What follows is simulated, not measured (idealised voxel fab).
process module | voxel fin reveal
cross-section cut | 255 nm wide | cells 5 nm
A cross-section is a grid of square cells, given in bands from the top down. A band is one or more rows of cells.
Each band's line starts with the height of the band's top and of its bottom, in nm. Then come its materials from left to right, each with its width in nm. One material with "throughout" fills the band from edge to edge. "air" is empty space.
Height 0 is the level under which the wafer as received is all one material. The lowest band goes on downwards, as in "0 down".
A width such as "30 to 40" changes by the same amount from each row of cells to the next, from the band's top row to its bottom row.
"no change" after a step means that no cell of the cross-section changed.
closed voids: empty space of 8 cells or more with no open way to the top, each as width x height at its distance from the left edge, in nm
after a step's settings: what the simulator itself notes on the step
overlay nm, on a step with a mask: how far to the right of its planned place the mask lay; to the left if negative
plan
1 op RECEIVE | material Si
2 op CONFORMAL_DEP | material SiN | thk nm 5
3 op DIRECTIONAL_DEP | material aC | thk nm 10
4 op PATTERN | tone cover | mask id FINS | material resist | width nm 15 | pitch nm 35 | thk nm 25 | overlay nm 0
5 op DIRECTIONAL_ETCH | etch materials aC | depth nm 10
6 op STRIP | etch materials resist
7 op DIRECTIONAL_ETCH | etch materials SiN | depth nm 5
8 op DIRECTIONAL_ETCH | etch materials Si | depth nm 30
9 op STRIP | etch materials aC
10 op FILL_DEP | material SiO2 | thk nm 15
11 op CMP | height nm 5
12 op SELECTIVE_ETCH | etch materials SiO2 | depth nm 15
13 op STRIP | etch materials SiN
14 op CONFORMAL_DEP | material HfO2 | thk nm 5
as received, after step 1
  0 down: Si throughout
  closed voids: none
first wafer at the end, as planned
  5 to 0: air 80 | HfO2 25 | air 10 | HfO2 25 | air 10 | HfO2 25 | air 80
  0 to -5: air 80 | HfO2 5 | Si 15 | HfO2 5 | air 10 | HfO2 5 | Si 15 | HfO2 5 | air 10 | HfO2 5 | Si 15 | HfO2 5 | air 80
  -5 to -10: HfO2 85 | Si 15 | HfO2 20 | Si 15 | HfO2 20 | Si 15 | HfO2 85
  -10 to -30: SiO2 85 | Si 15 | SiO2 20 | Si 15 | SiO2 20 | Si 15 | SiO2 85
  -30 down: Si throughout
  closed voids: none
second wafer at the end: like start, like plan, one mistake
  0 to -10: air 85 | Si 15 | air 20 | Si 15 | air 20 | Si 15 | air 85
  -10 to -30: SiO2 85 | Si 15 | SiO2 20 | Si 15 | SiO2 20 | Si 15 | SiO2 85
  -30 down: Si throughout
  closed voids: none
what went wrong: step 14 was left out
at the end the second wafer has, in cells: 63 fewer of HfO2
